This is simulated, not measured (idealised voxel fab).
Herein follows the process module entitled voxel gate over fins.
The cross-section on display is named cut; it measures 145 nm wide, and its cells are 5 nm squares.
Bands, listed from the top down, are how a cross-section gets written in this document; the cross-section itself is a grid of square cells, and a band is one or more rows of them. Band: top height; bottom height; in nm. Then, left to right: material with width in nm, for each material. "edge to edge": a single material spanning edge to edge. "air": empty space. The level at which height equals 0 is the one under which the wafer, as it arrives, is entirely one material. No lower edge exists for the bottom band, which continues downward and is notated as in "0 nm and below". A width such as "30 to 40" changes by the same amount from each row of cells to the next, from the band's top row to its bottom row. "nothing was modified" means the step left every cell of the cross-section as it was. "Enclosed cavities" lists enclosed empty spaces (at least 8 cells, no open path upward to the top), each as width x height at distance from the left edge, in nm. Anything after a step's settings on that line? It's the simulator's own note about the step. When a step includes a mask, the "overlay nm" setting on its line states how far to the right of its planned place that mask lay, and negative values state how far to the left.
Listed below are the process steps as planned:
1: op RECEIVE | material Si
2: op CONFORMAL_DEP | material SiN | thk nm 10
3: op PATTERN | tone cover | mask id FINS | material resist | width nm 15 | pitch nm 35 | thk nm 15 | overlay nm 0
4: op DIRECTIONAL_ETCH | etch materials SiN | depth nm 10
5: op DIRECTIONAL_ETCH | etch materials Si | depth nm 40
6: op STRIP | etch materials resist
7: op FILL_DEP | material SiO2 | thk nm 5
8: op CMP | height nm 10
9: op SELECTIVE_ETCH | etch materials SiO2 | depth nm 25
10: op STRIP | etch materials SiN
11: op CONFORMAL_DEP | material HfO2 | thk nm 5
12: op CONFORMAL_DEP | material TiN | thk nm 5
13: op CONFORMAL_DEP | material TiAl | thk nm 5
14: op CONFORMAL_DEP | material TiN | thk nm 5
15: op FILL_DEP | material W | thk nm 10
16: op CMP | height nm 25
17: op CONFORMAL_DEP | material SiCN | thk nm 5
Wafer at receipt (post step 1), cross-section:
0 nm and below  Si edge to edge
Enclosed cavities: none
First wafer at the end, as planned:
30 nm to 25 nm  SiCN edge to edge
25 nm to 20 nm  W edge to edge
20 nm to 15 nm  W: 25, TiN: 90, W: 30
15 nm to 10 nm  W: 25, TiN: 5, TiAl: 80, TiN: 5, W: 30
10 nm to 5 nm  W: 25, TiN: 5, TiAl: 5, TiN: 70, TiAl: 5, TiN: 5, W: 30
5 nm to 0 nm  TiN: 30, TiAl: 5, TiN: 5, HfO2: 25, TiN: 10, HfO2: 25, TiN: 5, TiAl: 5, TiN: 35
0 nm to -5 nm  TiAl: 35, TiN: 5, HfO2: 5, Si: 15, HfO2: 5, TiN: 10, HfO2: 5, Si: 15, HfO2: 5, TiN: 5, TiAl: 40
-5 nm to -10 nm  TiN: 40, HfO2: 5, Si: 15, HfO2: 5, TiN: 10, HfO2: 5, Si: 15, HfO2: 5, TiN: 45
-10 nm to -15 nm  HfO2: 45, Si: 15, HfO2: 20, Si: 15, HfO2: 50
-15 nm to -40 nm  SiO2: 45, Si: 15, SiO2: 20, Si: 15, SiO2: 50
-40 nm and below  Si edge to edge
Enclosed cavities: none
Module end: cross-section of wafer two of two. Same start and process plan as the first wafer. One mistake during execution:
30 nm to 25 nm  SiCN edge to edge
25 nm to 20 nm  W edge to edge
20 nm to 15 nm  W: 35, TiN: 90, W: 20
15 nm to 10 nm  W: 35, TiN: 5, TiAl: 80, TiN: 5, W: 20
10 nm to 5 nm  W: 35, TiN: 5, TiAl: 5, TiN: 70, TiAl: 5, TiN: 5, W: 20
5 nm to 0 nm  TiN: 40, TiAl: 5, TiN: 5, HfO2: 25, TiN: 10, HfO2: 25, TiN: 5, TiAl: 5, TiN: 25
0 nm to -5 nm  TiAl: 45, TiN: 5, HfO2: 5, Si: 15, HfO2: 5, TiN: 10, HfO2: 5, Si: 15, HfO2: 5, TiN: 5, TiAl: 30
-5 nm to -10 nm  TiN: 50, HfO2: 5, Si: 15, HfO2: 5, TiN: 10, HfO2: 5, Si: 15, HfO2: 5, TiN: 35
-10 nm to -15 nm  HfO2: 55, Si: 15, HfO2: 20, Si: 15, HfO2: 40
-15 nm to -40 nm  SiO2: 55, Si: 15, SiO2: 20, Si: 15, SiO2: 40
-40 nm and below  Si edge to edge
Enclosed cavities: none
Error vs. plan: step 3 did not use the planned setting and instead ran as op PATTERN | tone cover | mask id FINS | material resist | width nm 15 | pitch nm 35 | thk nm 15 | overlay nm 10
Matching per-material cell counts, mismatched positions: that is how the second wafer compares with the first at the end.
